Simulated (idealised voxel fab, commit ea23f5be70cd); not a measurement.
This section sets out a process module, namely voxel wiring stack.
Pictured: cross-section cut, 225 nm wide, on a grid of 5 nm square cells.
Cross-section, as written here: a square-cell grid given band by band from the top down, where a band holds one or more rows of cells. Quick guide to a band line: top height, bottom height (nm) up front; then every material left to right with its width in nm. Only one material and it's marked "full width"? Then it fills the band edge to edge. And "empty" just means empty space. Note: height 0 marks the level under which the wafer is uniformly one material as received. Lowest band unbounded below, written "z 0 and below". Read "30 to 40" as a graded width: first number on top, second number at the bottom, same change between each pair of neighbouring rows. "left unchanged" (step): cross-section cells unchanged, all of them. If an empty space has no open way to the top and is at least 8 cells in size, "Closed internal voids" lists it, written width x height at distance, where distance is measured from the left edge and every value is in nm. On each step's line, the part that comes after the settings is the simulator's own comment on the step. The optional step-line setting "overlay nm" applies to steps with a mask and quantifies how far to the right of its planned location the mask lay, a negative value indicating leftward placement. If you're wondering how to read the rest of this, here's the deal. It's pairs of cross-sections: one from before a process step, one from after it. The after one is only drawn as far down as the lowest band that changed. Right under each pair you'll see which step sits between them and what its settings were. Don't read the pairs as one continuous story, though. They can come from different runs of this module on the same starting wafer, and a pair only carries on from the one above it where its entry headed "Pre-step condition" says so.
# Pre-step condition
	z 0 and below = Si full width
	Closed internal voids: none
# Cross-Section Thereafter
	z 15 to 0 = SiO2 full width
	Below 0, the layers are the same as they were.
	Closed internal voids: none
The before and after cross-sections above are linked by CONFORMAL_DEP, material SiO2, thk nm 15
Pre-step condition: It is represented by the cross-section appearing after the step of the pair directly above.
# Cross-Section Thereafter
	z 20 to 15 = SiCN full width
	Below 15, the layers are the same as they were.
	Closed internal voids: none
The before and after cross-sections above are linked by CONFORMAL_DEP, material SiCN, thk nm 5
Pre-step condition: It is represented by the cross-section appearing after the step of the pair directly above.
# Cross-Section Thereafter
	z 45 to 20 = SiO2 full width
	Below 20, the layers are the same as they were.
	Closed internal voids: none
The before and after cross-sections above are linked by DIRECTIONAL_DEP, material SiO2, thk nm 25
Pre-step condition: It is represented by the cross-section appearing after the step of the pair directly above.
# Cross-Section Thereafter
	z 60 to 45 = 30 nm resist, then 25 nm empty, then 20 nm resist, then 25 nm empty, then 20 nm resist, then 25 nm empty, then 20 nm resist, then 25 nm empty, then 35 nm resist
	Below 45, the layers are the same as they were.
	Closed internal voids: none
The before and after cross-sections above are linked by PATTERN, tone open, mask id METAL_1, material resist, width nm 25, pitch nm 45, thk nm 15, overlay nm 0
Pre-step condition: It is represented by the cross-section appearing after the step of the pair directly above.
# Cross-Section Thereafter
	z 60 to 45 = 30 nm resist, then 25 nm empty, then 20 nm resist, then 25 nm empty, then 20 nm resist, then 25 nm empty, then 20 nm resist, then 25 nm empty, then 35 nm resist
	z 45 to 20 = 30 nm SiO2, then 25 nm empty, then 20 nm SiO2, then 25 nm empty, then 20 nm SiO2, then 25 nm empty, then 20 nm SiO2, then 25 nm empty, then 35 nm SiO2
	Below 20, the layers are the same as they were.
	Closed internal voids: none
The before and after cross-sections above are linked by DIRECTIONAL_ETCH, etch materials SiO2, depth nm 25
Pre-step condition: It is represented by the cross-section appearing after the step of the pair directly above.
# Cross-Section Thereafter
	z 60 to 45 = 30 nm resist, then 25 nm empty, then 20 nm resist, then 25 nm empty, then 20 nm resist, then 25 nm empty, then 20 nm resist, then 25 nm empty, then 35 nm resist
	z 45 to 20 = 30 nm SiO2, then 25 nm empty, then 20 nm SiO2, then 25 nm empty, then 20 nm SiO2, then 25 nm empty, then 20 nm SiO2, then 25 nm empty, then 35 nm SiO2
	z 20 to 15 = 30 nm SiCN, then 25 nm empty, then 20 nm SiCN, then 25 nm empty, then 20 nm SiCN, then 25 nm empty, then 20 nm SiCN, then 25 nm empty, then 35 nm SiCN
	Below 15, the layers are the same as they were.
	Closed internal voids: none
The before and after cross-sections above are linked by DIRECTIONAL_ETCH, etch materials SiCN, depth nm 5
Pre-step condition: It is represented by the cross-section appearing after the step of the pair directly above.
# Cross-Section Thereafter
	z 45 to 20 = 30 nm SiO2, then 25 nm empty, then 20 nm SiO2, then 25 nm empty, then 20 nm SiO2, then 25 nm empty, then 20 nm SiO2, then 25 nm empty, then 35 nm SiO2
	Below 20, the layers are the same as they were.
	Closed internal voids: none
The before and after cross-sections above are linked by STRIP, etch materials resist
Pre-step condition: It is represented by the cross-section appearing after the step of the pair directly above.
# Cross-Section Thereafter
	z 50 to 45 = 35 nm TiN, then 15 nm empty, then 30 nm TiN, then 15 nm empty, then 30 nm TiN, then 15 nm empty, then 30 nm TiN, then 15 nm empty, then 40 nm TiN
	z 45 to 20 = 30 nm SiO2, then 5 nm TiN, then 15 nm empty, then 5 nm TiN, then 20 nm SiO2, then 5 nm TiN, then 15 nm empty, then 5 nm TiN, then 20 nm SiO2, then 5 nm TiN, then 15 nm empty, then 5 nm TiN, then 20 nm SiO2, then 5 nm TiN, then 15 nm empty, then 5 nm TiN, then 35 nm SiO2
	z 20 to 15 = 30 nm SiCN, then 25 nm TiN, then 20 nm SiCN, then 25 nm TiN, then 20 nm SiCN, then 25 nm TiN, then 20 nm SiCN, then 25 nm TiN, then 35 nm SiCN
	Below 15, the layers are the same as they were.
	Closed internal voids: none
The before and after cross-sections above are linked by CONFORMAL_DEP, material TiN, thk nm 5
Pre-step condition: It is represented by the cross-section appearing after the step of the pair directly above.
# Cross-Section Thereafter
	z 55 to 50 = W full width
	z 50 to 45 = 35 nm TiN, then 15 nm W, then 30 nm TiN, then 15 nm W, then 30 nm TiN, then 15 nm W, then 30 nm TiN, then 15 nm W, then 40 nm TiN
	z 45 to 20 = 30 nm SiO2, then 5 nm TiN, then 15 nm W, then 5 nm TiN, then 20 nm SiO2, then 5 nm TiN, then 15 nm W, then 5 nm TiN, then 20 nm SiO2, then 5 nm TiN, then 15 nm W, then 5 nm TiN, then 20 nm SiO2, then 5 nm TiN, then 15 nm W, then 5 nm TiN, then 35 nm SiO2
	Below 20, the layers are the same as they were.
	Closed internal voids: none
The before and after cross-sections above are linked by FILL_DEP, material W, thk nm 5
Pre-step condition: It is represented by the cross-section appearing after the step of the pair directly above.
# Cross-Section Thereafter
	z 45 to 20 = 30 nm SiO2, then 5 nm TiN, then 15 nm W, then 5 nm TiN, then 20 nm SiO2, then 5 nm TiN, then 15 nm W, then 5 nm TiN, then 20 nm SiO2, then 5 nm TiN, then 15 nm W, then 5 nm TiN, then 20 nm SiO2, then 5 nm TiN, then 15 nm W, then 5 nm TiN, then 35 nm SiO2
	Below 20, the layers are the same as they were.
	Closed internal voids: none
The before and after cross-sections above are linked by CMP, height nm 45
Pre-step condition: It is represented by the cross-section appearing after the step of the pair directly above.
# Cross-Section Thereafter
	z 50 to 45 = SiCN full width
	Below 45, the layers are the same as they were.
	Closed internal voids: none
The before and after cross-sections above are linked by CONFORMAL_DEP, material SiCN, thk nm 5
Pre-step condition: It is represented by the cross-section appearing after the step of the pair directly above.
# Cross-Section Thereafter
	z 75 to 50 = lowk full width
	Below 50, the layers are the same as they were.
	Closed internal voids: none
The before and after cross-sections above are linked by DIRECTIONAL_DEP, material lowk, thk nm 25
Pre-step condition: It is represented by the cross-section appearing after the step of the pair directly above.
# Cross-Section Thereafter
	z 90 to 75 = 30 nm resist, then 25 nm empty, then 20 nm resist, then 25 nm empty, then 20 nm resist, then 25 nm empty, then 20 nm resist, then 25 nm empty, then 35 nm resist
	Below 75, the layers are the same as they were.
	Closed internal voids: none
The before and after cross-sections above are linked by PATTERN, tone open, mask id METAL_2, material resist, width nm 25, pitch nm 45, thk nm 15, overlay nm 0
Pre-step condition: It is represented by the cross-section appearing after the step of the pair directly above.
# Cross-Section Thereafter
	z 90 to 75 = 30 nm resist, then 25 nm empty, then 20 nm resist, then 25 nm empty, then 20 nm resist, then 25 nm empty, then 20 nm resist, then 25 nm empty, then 35 nm resist
	z 75 to 60 = 30 nm lowk, then 25 nm empty, then 20 nm lowk, then 25 nm empty, then 20 nm lowk, then 25 nm empty, then 20 nm lowk, then 25 nm empty, then 35 nm lowk
	Below 60, the layers are the same as they were.
	Closed internal voids: none
The before and after cross-sections above are linked by DIRECTIONAL_ETCH, etch materials lowk, depth nm 15
Pre-step condition: It is represented by the cross-section appearing after the step of the pair directly above.
# Cross-Section Thereafter
	z 75 to 60 = 30 nm lowk, then 25 nm empty, then 20 nm lowk, then 25 nm empty, then 20 nm lowk, then 25 nm empty, then 20 nm lowk, then 25 nm empty, then 35 nm lowk
	Below 60, the layers are the same as they were.
	Closed internal voids: none
The before and after cross-sections above are linked by STRIP, etch materials resist
Pre-step condition: It is represented by the cross-section appearing after the step of the pair directly above.
# Cross-Section Thereafter
	z 90 to 75 = 30 nm resist, then 15 nm empty, then 30 nm resist, then 15 nm empty, then 30 nm resist, then 15 nm empty, then 30 nm resist, then 15 nm empty, then 45 nm resist
	z 75 to 60 = 30 nm lowk, then 15 nm empty, then 10 nm resist, then 20 nm lowk, then 15 nm empty, then 10 nm resist, then 20 nm lowk, then 15 nm empty, then 10 nm resist, then 20 nm lowk, then 15 nm empty, then 10 nm resist, then 35 nm lowk
	Below 60, the layers are the same as they were.
	Closed internal voids: none
The before and after cross-sections above are linked by PATTERN, tone open, mask id METAL_2_HOLES, material resist, width nm 15, pitch nm 45, thk nm 15, overlay nm 0
Pre-step condition: It is represented by the cross-section appearing after the step of the pair directly above.
# Cross-Section Thereafter
	z 90 to 75 = 30 nm resist, then 15 nm empty, then 30 nm resist, then 15 nm empty, then 30 nm resist, then 15 nm empty, then 30 nm resist, then 15 nm empty, then 45 nm resist
	z 75 to 60 = 30 nm lowk, then 15 nm empty, then 10 nm resist, then 20 nm lowk, then 15 nm empty, then 10 nm resist, then 20 nm lowk, then 15 nm empty, then 10 nm resist, then 20 nm lowk, then 15 nm empty, then 10 nm resist, then 35 nm lowk
	z 60 to 50 = 30 nm lowk, then 15 nm empty, then 30 nm lowk, then 15 nm empty, then 30 nm lowk, then 15 nm empty, then 30 nm lowk, then 15 nm empty, then 45 nm lowk
	Below 50, the layers are the same as they were.
	Closed internal voids: none
The before and after cross-sections above are linked by DIRECTIONAL_ETCH, etch materials lowk, depth nm 10
Pre-step condition: It is represented by the cross-section appearing after the step of the pair directly above.
# Cross-Section Thereafter
	z 90 to 75 = 30 nm resist, then 15 nm empty, then 30 nm resist, then 15 nm empty, then 30 nm resist, then 15 nm empty, then 30 nm resist, then 15 nm empty, then 45 nm resist
	z 75 to 60 = 30 nm lowk, then 15 nm empty, then 10 nm resist, then 20 nm lowk, then 15 nm empty, then 10 nm resist, then 20 nm lowk, then 15 nm empty, then 10 nm resist, then 20 nm lowk, then 15 nm empty, then 10 nm resist, then 35 nm lowk
	z 60 to 50 = 30 nm lowk, then 15 nm empty, then 30 nm lowk, then 15 nm empty, then 30 nm lowk, then 15 nm empty, then 30 nm lowk, then 15 nm empty, then 45 nm lowk
	z 50 to 45 = 30 nm SiCN, then 15 nm empty, then 30 nm SiCN, then 15 nm empty, then 30 nm SiCN, then 15 nm empty, then 30 nm SiCN, then 15 nm empty, then 45 nm SiCN
	Below 45, the layers are the same as they were.
	Closed internal voids: none
The before and after cross-sections above are linked by DIRECTIONAL_ETCH, etch materials SiCN, depth nm 5
Pre-step condition: It is represented by the cross-section appearing after the step of the pair directly above.
# Cross-Section Thereafter
	z 75 to 60 = 30 nm lowk, then 25 nm empty, then 20 nm lowk, then 25 nm empty, then 20 nm lowk, then 25 nm empty, then 20 nm lowk, then 25 nm empty, then 35 nm lowk
	Below 60, the layers are the same as they were.
	Closed internal voids: none
The before and after cross-sections above are linked by STRIP, etch materials resist
Pre-step condition: It is represented by the cross-section appearing after the step of the pair directly above.
# Cross-Section Thereafter
	z 80 to 75 = 35 nm TiN, then 15 nm empty, then 30 nm TiN, then 15 nm empty, then 30 nm TiN, then 15 nm empty, then 30 nm TiN, then 15 nm empty, then 40 nm TiN
	z 75 to 65 = 30 nm lowk, then 5 nm TiN, then 15 nm empty, then 5 nm TiN, then 20 nm lowk, then 5 nm TiN, then 15 nm empty, then 5 nm TiN, then 20 nm lowk, then 5 nm TiN, then 15 nm empty, then 5 nm TiN, then 20 nm lowk, then 5 nm TiN, then 15 nm empty, then 5 nm TiN, then 35 nm lowk
	z 65 to 60 = 30 nm lowk, then 5 nm TiN, then 5 nm empty, then 15 nm TiN, then 20 nm lowk, then 5 nm TiN, then 5 nm empty, then 15 nm TiN, then 20 nm lowk, then 5 nm TiN, then 5 nm empty, then 15 nm TiN, then 20 nm lowk, then 5 nm TiN, then 5 nm empty, then 15 nm TiN, then 35 nm lowk
	z 60 to 50 = 30 nm lowk, then 5 nm TiN, then 5 nm empty, then 5 nm TiN, then 30 nm lowk, then 5 nm TiN, then 5 nm empty, then 5 nm TiN, then 30 nm lowk, then 5 nm TiN, then 5 nm empty, then 5 nm TiN, then 30 nm lowk, then 5 nm TiN, then 5 nm empty, then 5 nm TiN, then 45 nm lowk
	z 50 to 45 = 30 nm SiCN, then 15 nm TiN, then 30 nm SiCN, then 15 nm TiN, then 30 nm SiCN, then 15 nm TiN, then 30 nm SiCN, then 15 nm TiN, then 45 nm SiCN
	Below 45, the layers are the same as they were.
	Closed internal voids: none
The before and after cross-sections above are linked by CONFORMAL_DEP, material TiN, thk nm 5
Pre-step condition: It is represented by the cross-section appearing after the step of the pair directly above.
# Cross-Section Thereafter
	z 85 to 80 = Cu full width
	z 80 to 75 = 35 nm TiN, then 15 nm Cu, then 30 nm TiN, then 15 nm Cu, then 30 nm TiN, then 15 nm Cu, then 30 nm TiN, then 15 nm Cu, then 40 nm TiN
	z 75 to 65 = 30 nm lowk, then 5 nm TiN, then 15 nm Cu, then 5 nm TiN, then 20 nm lowk, then 5 nm TiN, then 15 nm Cu, then 5 nm TiN, then 20 nm lowk, then 5 nm TiN, then 15 nm Cu, then 5 nm TiN, then 20 nm lowk, then 5 nm TiN, then 15 nm Cu, then 5 nm TiN, then 35 nm lowk
	z 65 to 60 = 30 nm lowk, then 5 nm TiN, then 5 nm Cu, then 15 nm TiN, then 20 nm lowk, then 5 nm TiN, then 5 nm Cu, then 15 nm TiN, then 20 nm lowk, then 5 nm TiN, then 5 nm Cu, then 15 nm TiN, then 20 nm lowk, then 5 nm TiN, then 5 nm Cu, then 15 nm TiN, then 35 nm lowk
	z 60 to 50 = 30 nm lowk, then 5 nm TiN, then 5 nm Cu, then 5 nm TiN, then 30 nm lowk, then 5 nm TiN, then 5 nm Cu, then 5 nm TiN, then 30 nm lowk, then 5 nm TiN, then 5 nm Cu, then 5 nm TiN, then 30 nm lowk, then 5 nm TiN, then 5 nm Cu, then 5 nm TiN, then 45 nm lowk
	Below 50, the layers are the same as they were.
	Closed internal voids: none
The before and after cross-sections above are linked by FILL_DEP, material Cu, thk nm 5
Pre-step condition: It is represented by the cross-section appearing after the step of the pair directly above.
# Cross-Section Thereafter
	z 75 to 65 = 30 nm lowk, then 5 nm TiN, then 15 nm Cu, then 5 nm TiN, then 20 nm lowk, then 5 nm TiN, then 15 nm Cu, then 5 nm TiN, then 20 nm lowk, then 5 nm TiN, then 15 nm Cu, then 5 nm TiN, then 20 nm lowk, then 5 nm TiN, then 15 nm Cu, then 5 nm TiN, then 35 nm lowk
	Below 65, the layers are the same as they were.
	Closed internal voids: none
The before and after cross-sections above are linked by CMP, height nm 75
Pre-step condition: It is represented by the cross-section appearing after the step of the pair directly above.
# Cross-Section Thereafter
	z 80 to 75 = SiCN full width
	Below 75, the layers are the same as they were.
	Closed internal voids: none
The before and after cross-sections above are linked by CONFORMAL_DEP, material SiCN, thk nm 5
Pre-step condition: It is represented by the cross-section appearing after the step of the pair directly above.
# Cross-Section Thereafter
	z 95 to 80 = SiO2 full width
	Below 80, the layers are the same as they were.
	Closed internal voids: none
The before and after cross-sections above are linked by DIRECTIONAL_DEP, material SiO2, thk nm 15
Pre-step condition: It is represented by the cross-section appearing after the step of the pair directly above.
# Cross-Section Thereafter
	z 110 to 95 = 30 nm resist, then 15 nm empty, then 75 nm resist, then 15 nm empty, then 90 nm resist
	Below 95, the layers are the same as they were.
	Closed internal voids: none
The before and after cross-sections above are linked by PATTERN, tone open, mask id PLUG_2, material resist, width nm 15, pitch nm 90, thk nm 15, overlay nm 0
Pre-step condition: It is represented by the cross-section appearing after the step of the pair directly above.
# Cross-Section Thereafter
	z 110 to 95 = 30 nm resist, then 15 nm empty, then 75 nm resist, then 15 nm empty, then 90 nm resist
	z 95 to 80 = 30 nm SiO2, then 15 nm empty, then 75 nm SiO2, then 15 nm empty, then 90 nm SiO2
	Below 80, the layers are the same as they were.
	Closed internal voids: none
The before and after cross-sections above are linked by DIRECTIONAL_ETCH, etch materials SiO2, depth nm 15
Pre-step condition: It is represented by the cross-section appearing after the step of the pair directly above.
# Cross-Section Thereafter
	z 110 to 95 = 30 nm resist, then 15 nm empty, then 75 nm resist, then 15 nm empty, then 90 nm resist
	z 95 to 80 = 30 nm SiO2, then 15 nm empty, then 75 nm SiO2, then 15 nm empty, then 90 nm SiO2
	z 80 to 75 = 30 nm SiCN, then 15 nm empty, then 75 nm SiCN, then 15 nm empty, then 90 nm SiCN
	Below 75, the layers are the same as they were.
	Closed internal voids: none
The before and after cross-sections above are linked by DIRECTIONAL_ETCH, etch materials SiCN, depth nm 5
Pre-step condition: It is represented by the cross-section appearing after the step of the pair directly above.
# Cross-Section Thereafter
	z 95 to 80 = 30 nm SiO2, then 15 nm empty, then 75 nm SiO2, then 15 nm empty, then 90 nm SiO2
	Below 80, the layers are the same as they were.
	Closed internal voids: none
The before and after cross-sections above are linked by STRIP, etch materials resist
Pre-step condition: It is represented by the cross-section appearing after the step of the pair directly above.
# Cross-Section Thereafter
	z 100 to 95 = 35 nm TiN, then 5 nm empty, then 85 nm TiN, then 5 nm empty, then 95 nm TiN
	z 95 to 80 = 30 nm SiO2, then 5 nm TiN, then 5 nm empty, then 5 nm TiN, then 75 nm SiO2, then 5 nm TiN, then 5 nm empty, then 5 nm TiN, then 90 nm SiO2
	z 80 to 75 = 30 nm SiCN, then 15 nm TiN, then 75 nm SiCN, then 15 nm TiN, then 90 nm SiCN
	Below 75, the layers are the same as they were.
	Closed internal voids: none
The before and after cross-sections above are linked by CONFORMAL_DEP, material TiN, thk nm 5
Pre-step condition: It is represented by the cross-section appearing after the step of the pair directly above.
# Cross-Section Thereafter
	z 105 to 100 = Cu full width
	z 100 to 95 = 35 nm TiN, then 5 nm Cu, then 85 nm TiN, then 5 nm Cu, then 95 nm TiN
	z 95 to 80 = 30 nm SiO2, then 5 nm TiN, then 5 nm Cu, then 5 nm TiN, then 75 nm SiO2, then 5 nm TiN, then 5 nm Cu, then 5 nm TiN, then 90 nm SiO2
	Below 80, the layers are the same as they were.
	Closed internal voids: none
The before and after cross-sections above are linked by FILL_DEP, material Cu, thk nm 5
Pre-step condition: It is represented by the cross-section appearing after the step of the pair directly above.
# Cross-Section Thereafter
	z 95 to 80 = 30 nm SiO2, then 5 nm TiN, then 5 nm Cu, then 5 nm TiN, then 75 nm SiO2, then 5 nm TiN, then 5 nm Cu, then 5 nm TiN, then 90 nm SiO2
	Below 80, the layers are the same as they were.
	Closed internal voids: none
The before and after cross-sections above are linked by CMP, height nm 95
Pre-step condition: It is represented by the cross-section appearing after the step of the pair directly above.
# Cross-Section Thereafter
	z 100 to 95 = TiN full width
	Below 95, the layers are the same as they were.
	Closed internal voids: none
The before and after cross-sections above are linked by DIRECTIONAL_DEP, material TiN, thk nm 5
Pre-step condition: It is represented by the cross-section appearing after the step of the pair directly above.
# Cross-Section Thereafter
	z 120 to 100 = W full width
	Below 100, the layers are the same as they were.
	Closed internal voids: none
The before and after cross-sections above are linked by DIRECTIONAL_DEP, material W, thk nm 20
Pre-step condition: It is represented by the cross-section appearing after the step of the pair directly above.
# Cross-Section Thereafter
	z 130 to 120 = aC full width
	Below 120, the layers are the same as they were.
	Closed internal voids: none
The before and after cross-sections above are linked by DIRECTIONAL_DEP, material aC, thk nm 10
Pre-step condition: It is represented by the cross-section appearing after the step of the pair directly above.
# Cross-Section Thereafter
	z 155 to 130 = 30 nm empty, then 25 nm resist, then 20 nm empty, then 25 nm resist, then 20 nm empty, then 25 nm resist, then 20 nm empty, then 25 nm resist, then 35 nm empty
	Below 130, the layers are the same as they were.
	Closed internal voids: none
The before and after cross-sections above are linked by PATTERN, tone cover, mask id METAL_3, material resist, width nm 25, pitch nm 45, thk nm 25, overlay nm 0
Pre-step condition: It is represented by the cross-section appearing after the step of the pair directly above.
# Cross-Section Thereafter
	z 145 to 130 = 30 nm empty, then 25 nm resist, then 20 nm empty, then 25 nm resist, then 20 nm empty, then 25 nm resist, then 20 nm empty, then 25 nm resist, then 35 nm empty
	z 130 to 120 = 30 nm empty, then 25 nm aC, then 20 nm empty, then 25 nm aC, then 20 nm empty, then 25 nm aC, then 20 nm empty, then 25 nm aC, then 35 nm empty
	Below 120, the layers are the same as they were.
	Closed internal voids: none
The before and after cross-sections above are linked by DIRECTIONAL_ETCH, etch materials aC, depth nm 10
Pre-step condition: It is represented by the cross-section appearing after the step of the pair directly above.
# Cross-Section Thereafter
	z 130 to 120 = 30 nm empty, then 25 nm aC, then 20 nm empty, then 25 nm aC, then 20 nm empty, then 25 nm aC, then 20 nm empty, then 25 nm aC, then 35 nm empty
	Below 120, the layers are the same as they were.
	Closed internal voids: none
The before and after cross-sections above are linked by STRIP, etch materials resist
Pre-step condition: It is represented by the cross-section appearing after the step of the pair directly above.
# Cross-Section Thereafter
	z 130 to 120 = 30 nm empty, then 25 nm aC, then 20 nm empty, then 25 nm aC, then 20 nm empty, then 25 nm aC, then 20 nm empty, then 25 nm aC, then 35 nm empty
	z 120 to 100 = 30 nm empty, then 25 nm W, then 20 nm empty, then 25 nm W, then 20 nm empty, then 25 nm W, then 20 nm empty, then 25 nm W, then 35 nm empty
	Below 100, the layers are the same as they were.
	Closed internal voids: none
The before and after cross-sections above are linked by DIRECTIONAL_ETCH, etch materials W, depth nm 20
Pre-step condition: It is represented by the cross-section appearing after the step of the pair directly above.
# Cross-Section Thereafter
	z 130 to 120 = 30 nm empty, then 25 nm aC, then 20 nm empty, then 25 nm aC, then 20 nm empty, then 25 nm aC, then 20 nm empty, then 25 nm aC, then 35 nm empty
	z 120 to 100 = 30 nm empty, then 25 nm W, then 20 nm empty, then 25 nm W, then 20 nm empty, then 25 nm W, then 20 nm empty, then 25 nm W, then 35 nm empty
	z 100 to 95 = 30 nm empty, then 25 nm TiN, then 20 nm empty, then 25 nm TiN, then 20 nm empty, then 25 nm TiN, then 20 nm empty, then 25 nm TiN, then 35 nm empty
	Below 95, the layers are the same as they were.
	Closed internal voids: none
The before and after cross-sections above are linked by DIRECTIONAL_ETCH, etch materials TiN, depth nm 5
Pre-step condition: It is represented by the cross-section appearing after the step of the pair directly above.
# Cross-Section Thereafter
	z 120 to 100 = 30 nm empty, then 25 nm W, then 20 nm empty, then 25 nm W, then 20 nm empty, then 25 nm W, then 20 nm empty, then 25 nm W, then 35 nm empty
	Below 100, the layers are the same as they were.
	Closed internal voids: none
The before and after cross-sections above are linked by STRIP, etch materials aC
Pre-step condition: It is represented by the cross-section appearing after the step of the pair directly above.
# Cross-Section Thereafter
	z 125 to 120 = 25 nm empty, then 35 nm SiCN, then 10 nm empty, then 35 nm SiCN, then 10 nm empty, then 35 nm SiCN, then 10 nm empty, then 35 nm SiCN, then 30 nm empty
	z 120 to 100 = 25 nm empty, then 5 nm SiCN, then 25 nm W, then 5 nm SiCN, then 10 nm empty, then 5 nm SiCN, then 25 nm W, then 5 nm SiCN, then 10 nm empty, then 5 nm SiCN, then 25 nm W, then 5 nm SiCN, then 10 nm empty, then 5 nm SiCN, then 25 nm W, then 5 nm SiCN, then 30 nm empty
	z 100 to 95 = 30 nm SiCN, then 25 nm TiN, then 20 nm SiCN, then 25 nm TiN, then 20 nm SiCN, then 25 nm TiN, then 20 nm SiCN, then 25 nm TiN, then 35 nm SiCN
	Below 95, the layers are the same as they were.
	Closed internal voids: none
The before and after cross-sections above are linked by CONFORMAL_DEP, material SiCN, thk nm 5
Pre-step condition: It is represented by the cross-section appearing after the step of the pair directly above.
# Cross-Section Thereafter
	z 135 to 125 = SiO2 full width
	z 125 to 120 = 25 nm SiO2, then 35 nm SiCN, then 10 nm SiO2, then 35 nm SiCN, then 10 nm SiO2, then 35 nm SiCN, then 10 nm SiO2, then 35 nm SiCN, then 30 nm SiO2
	z 120 to 100 = 25 nm SiO2, then 5 nm SiCN, then 25 nm W, then 5 nm SiCN, then 10 nm SiO2, then 5 nm SiCN, then 25 nm W, then 5 nm SiCN, then 10 nm SiO2, then 5 nm SiCN, then 25 nm W, then 5 nm SiCN, then 10 nm SiO2, then 5 nm SiCN, then 25 nm W, then 5 nm SiCN, then 30 nm SiO2
	Below 100, the layers are the same as they were.
	Closed internal voids: none
The before and after cross-sections above are linked by FILL_DEP, material SiO2, thk nm 10
Pre-step condition: It is represented by the cross-section appearing after the step of the pair directly above.
# Cross-Section Thereafter
	z 120 to 100 = 25 nm SiO2, then 5 nm SiCN, then 25 nm W, then 5 nm SiCN, then 10 nm SiO2, then 5 nm SiCN, then 25 nm W, then 5 nm SiCN, then 10 nm SiO2, then 5 nm SiCN, then 25 nm W, then 5 nm SiCN, then 10 nm SiO2, then 5 nm SiCN, then 25 nm W, then 5 nm SiCN, then 30 nm SiO2
	Below 100, the layers are the same as they were.
	Closed internal voids: none
The before and after cross-sections above are linked by CMP, height nm 120
Pre-step condition: It is represented by the cross-section appearing after the step of the pair directly above.
# Cross-Section Thereafter
	z 125 to 120 = SiCN full width
	Below 120, the layers are the same as they were.
	Closed internal voids: none
The before and after cross-sections above are linked by CONFORMAL_DEP, material SiCN, thk nm 5
Pre-step condition: It is represented by the cross-section appearing after the step of the pair directly above.
# Cross-Section Thereafter
	z 150 to 125 = lowk full width
	Below 125, the layers are the same as they were.
	Closed internal voids: none
The before and after cross-sections above are linked by DIRECTIONAL_DEP, material lowk, thk nm 25
Pre-step condition: It is represented by the cross-section appearing after the step of the pair directly above.
# Cross-Section Thereafter
	z 165 to 150 = 30 nm resist, then 25 nm empty, then 20 nm resist, then 25 nm empty, then 20 nm resist, then 25 nm empty, then 20 nm resist, then 25 nm empty, then 35 nm resist
	Below 150, the layers are the same as they were.
	Closed internal voids: none
The before and after cross-sections above are linked by PATTERN, tone open, mask id METAL_4, material resist, width nm 25, pitch nm 45, thk nm 15, overlay nm 0
Pre-step condition: It is represented by the cross-section appearing after the step of the pair directly above.
# Cross-Section Thereafter
	z 165 to 150 = 30 nm resist, then 25 nm empty, then 20 nm resist, then 25 nm empty, then 20 nm resist, then 25 nm empty, then 20 nm resist, then 25 nm empty, then 35 nm resist
	z 150 to 135 = 30 nm lowk, then 25 nm empty, then 20 nm lowk, then 25 nm empty, then 20 nm lowk, then 25 nm empty, then 20 nm lowk, then 25 nm empty, then 35 nm lowk
	Below 135, the layers are the same as they were.
	Closed internal voids: none
The before and after cross-sections above are linked by DIRECTIONAL_ETCH, etch materials lowk, depth nm 15
Pre-step condition: It is represented by the cross-section appearing after the step of the pair directly above.
# Cross-Section Thereafter
	z 150 to 135 = 30 nm lowk, then 25 nm empty, then 20 nm lowk, then 25 nm empty, then 20 nm lowk, then 25 nm empty, then 20 nm lowk, then 25 nm empty, then 35 nm lowk
	Below 135, the layers are the same as they were.
	Closed internal voids: none
The before and after cross-sections above are linked by STRIP, etch materials resist
Pre-step condition: It is represented by the cross-section appearing after the step of the pair directly above.
# Cross-Section Thereafter
	z 160 to 150 = 30 nm aC, then 25 nm empty, then 20 nm aC, then 25 nm empty, then 20 nm aC, then 25 nm empty, then 20 nm aC, then 25 nm empty, then 35 nm aC
	z 150 to 145 = 30 nm lowk, then 25 nm empty, then 20 nm lowk, then 25 nm empty, then 20 nm lowk, then 25 nm empty, then 20 nm lowk, then 25 nm empty, then 35 nm lowk
	z 145 to 135 = 30 nm lowk, then 25 nm aC, then 20 nm lowk, then 25 nm aC, then 20 nm lowk, then 25 nm aC, then 20 nm lowk, then 25 nm aC, then 35 nm lowk
	Below 135, the layers are the same as they were.
	Closed internal voids: none
The before and after cross-sections above are linked by DIRECTIONAL_DEP, material aC, thk nm 10
Pre-step condition: It is represented by the cross-section appearing after the step of the pair directly above.
# Cross-Section Thereafter
	z 190 to 160 = 30 nm resist, then 15 nm empty, then 30 nm resist, then 15 nm empty, then 30 nm resist, then 15 nm empty, then 30 nm resist, then 15 nm empty, then 45 nm resist
	z 160 to 150 = 30 nm aC, then 15 nm empty, then 10 nm resist, then 20 nm aC, then 15 nm empty, then 10 nm resist, then 20 nm aC, then 15 nm empty, then 10 nm resist, then 20 nm aC, then 15 nm empty, then 10 nm resist, then 35 nm aC
	z 150 to 145 = 30 nm lowk, then 15 nm empty, then 10 nm resist, then 20 nm lowk, then 15 nm empty, then 10 nm resist, then 20 nm lowk, then 15 nm empty, then 10 nm resist, then 20 nm lowk, then 15 nm empty, then 10 nm resist, then 35 nm lowk
	Below 145, the layers are the same as they were.
	Closed internal voids: none
The before and after cross-sections above are linked by PATTERN, tone open, mask id METAL_4_HOLES, material resist, width nm 15, pitch nm 45, thk nm 30, overlay nm 0
Pre-step condition: It is represented by the cross-section appearing after the step of the pair directly above.
# Cross-Section Thereafter
	z 180 to 160 = 30 nm resist, then 15 nm empty, then 30 nm resist, then 15 nm empty, then 30 nm resist, then 15 nm empty, then 30 nm resist, then 15 nm empty, then 45 nm resist
	z 160 to 150 = 30 nm aC, then 15 nm empty, then 10 nm resist, then 20 nm aC, then 15 nm empty, then 10 nm resist, then 20 nm aC, then 15 nm empty, then 10 nm resist, then 20 nm aC, then 15 nm empty, then 10 nm resist, then 35 nm aC
	z 150 to 145 = 30 nm lowk, then 15 nm empty, then 10 nm resist, then 20 nm lowk, then 15 nm empty, then 10 nm resist, then 20 nm lowk, then 15 nm empty, then 10 nm resist, then 20 nm lowk, then 15 nm empty, then 10 nm resist, then 35 nm lowk
	z 145 to 135 = 30 nm lowk, then 15 nm empty, then 10 nm aC, then 20 nm lowk, then 15 nm empty, then 10 nm aC, then 20 nm lowk, then 15 nm empty, then 10 nm aC, then 20 nm lowk, then 15 nm empty, then 10 nm aC, then 35 nm lowk
	Below 135, the layers are the same as they were.
	Closed internal voids: none
The before and after cross-sections above are linked by DIRECTIONAL_ETCH, etch materials aC, depth nm 10
